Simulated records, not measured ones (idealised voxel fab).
You're looking at the process module voxel ribs on slabs.
Section shown: cut. Width: 160 nm. Cell size: 5 nm, square.
Square cells in a grid make up a cross-section in this document, and the grid is given as bands, listed from the top down, each one or more rows of cells.
Each band's line starts with the height of the band's top and of its bottom, in nm. Then come its materials from left to right, each with its width in nm. One material with "everywhere" fills the band from edge to edge. "empty" is empty space.
Heights are expressed relative to 0, this being the level below which the as-received wafer comprises one material exclusively. The lowest band is unbounded in the downward direction and is denoted as in "from 0 down".
It should be noted that a width expressed as "30->40" varies in equal increments from row to row of cells within the band, taking the value of the first number at the top row and that of the second number at the bottom row.
The cross-section has no changed cell in any step marked "no change".
The label "Entrapped voids" introduces a list of the empty spaces, 8 cells or larger, that have no open way up to the top; each entry in it reads width x height at distance, where the distance is taken from the left edge and all three are stated in nm.
Past the settings on a step's line: simulator remark, on that step.
"overlay nm" on a masked step: distance the mask lay right of its planned place, negative for left.

### The steps planned for the process are as follows
1 RECEIVE,material Si
2 DIRECTIONAL_DEP,material SiO2,thk nm 20
3 DIRECTIONAL_DEP,material polySi,thk nm 20
4 PATTERN,tone cover,mask id RIB,material resist,width nm 30,thk nm 15,overlay nm 0
5 DIRECTIONAL_ETCH,etch materials polySi,depth nm 5
6 STRIP,etch materials resist
7 PATTERN,tone cover,mask id SLAB,material resist,width nm 60,thk nm 20,overlay nm 0
8 DIRECTIONAL_ETCH,etch materials polySi,depth nm 15
9 STRIP,etch materials resist
10 FILL_DEP,material SiO2,thk nm 20
11 CMP,height nm 50
12 DIRECTIONAL_DEP,material TiN,thk nm 10
13 PATTERN,tone cover,mask id HEATER,material resist,width nm 40,thk nm 15,overlay nm 0
14 DIRECTIONAL_ETCH,etch materials TiN,depth nm 10
15 STRIP,etch materials resist
16 CONFORMAL_DEP,material SiO2,thk nm 5

### as received, after step 1
> from 0 down  Si everywhere
> Entrapped voids: none

### Cross-section, end of module. Start: as above. Plan: as above. Execution: one mistake
> from 65 to 60  55 of empty; 50 of SiO2; 55 of empty
> from 60 to 55  55 of empty; 5 of SiO2; 40 of TiN; 5 of SiO2; 55 of empty
> from 55 to 50  60 of SiO2; 40 of TiN; 60 of SiO2
> from 50 to 20  SiO2 everywhere
> from 20 to 0  polySi everywhere
> from 0 down  Si everywhere
> Entrapped voids: none
Heads up, the wafer didn't run the way we planned it: plan vs actual: 2 and 3 interchanged
